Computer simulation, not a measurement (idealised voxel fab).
A process module follows: voxel ribs on slabs.
In the cross-section labelled cut, the width is 295 nm and each square cell is 5 nm.
Cross-sections here: square-cell grids, written as top-down lists of bands, a band being one or more rows of cells.
Top height, bottom height, nm. Materials left to right, width each, nm. Single material + "edge to edge" = fills band edge to edge. "empty" = empty.
Height datum 0, below which the as-received substrate wafer is one material. Lowest band open at the bottom, running downward: "0 and below".
Top row gets the first number, bottom row gets the second, and each row in between changes by the same step: that is how a band width like "30..40" works.
Step note "changes: none" = no cross-section cell changed.
Under "Closed void catalog" you'll find the enclosed gaps, the ones with no way out to the top, that are 8 cells or bigger; each reads width x height at distance, with distance counted from the left edge, everything in nm.
Step line, after settings: the simulator's comment on this step.
overlay nm: how far to the right of its planned place the mask lay on this masked step (negative: to the left).

-- Process steps - plan
- 1: RECEIVE | material Si
- 2: DIRECTIONAL_DEP | material SiO2 | thk nm 25
- 3: DIRECTIONAL_DEP | material SiN | thk nm 25
- 4: PATTERN | tone cover | mask id RIB | material resist | width nm 25 | thk nm 20 | overlay nm 0
- 5: DIRECTIONAL_ETCH | etch materials SiN | depth nm 15
- 6: STRIP | etch materials resist
- 7: MASKED_ETCH | tone cover | mask id SLAB | width nm 85 | etch materials SiN | depth nm 10 | overlay nm 0
- 8: FILL_DEP | material SiO2 | thk nm 25
- 9: CMP | height nm 65
- 10: DIRECTIONAL_DEP | material TiN | thk nm 5
- 11: PATTERN | tone cover | mask id HEATER | material resist | width nm 35 | thk nm 15 | overlay nm 0
- 12: DIRECTIONAL_ETCH | etch materials TiN | depth nm 5
- 13: STRIP | etch materials resist
- 14: CONFORMAL_DEP | material SiN | thk nm 5

-- Cross-section of the incoming wafer, state after step 1
- 0 and below = Si edge to edge
- Closed void catalog: none

-- The following cross-section depicts the wafer upon conclusion of the module. Processing commenced from the starting condition illustrated above and adhered to the plan illustrated above, save for one mistake in execution
- 75 down to 70 = 125 of empty; 45 of SiN; 125 of empty
- 70 down to 65 = 130 of SiN; 35 of TiN; 130 of SiN
- 65 down to 50 = SiO2 edge to edge
- 50 down to 35 = 135 of SiO2; 25 of SiN; 135 of SiO2
- 35 down to 25 = 105 of SiO2; 85 of SiN; 105 of SiO2
- 25 down to 0 = SiN edge to edge
- 0 and below = Si edge to edge
- Closed void catalog: none
It is concluded that the wafer was processed incorrectly with respect to the plan, in that step 2, actual vs plan mismatch, actual run DIRECTIONAL_DEP | material SiN | thk nm 25
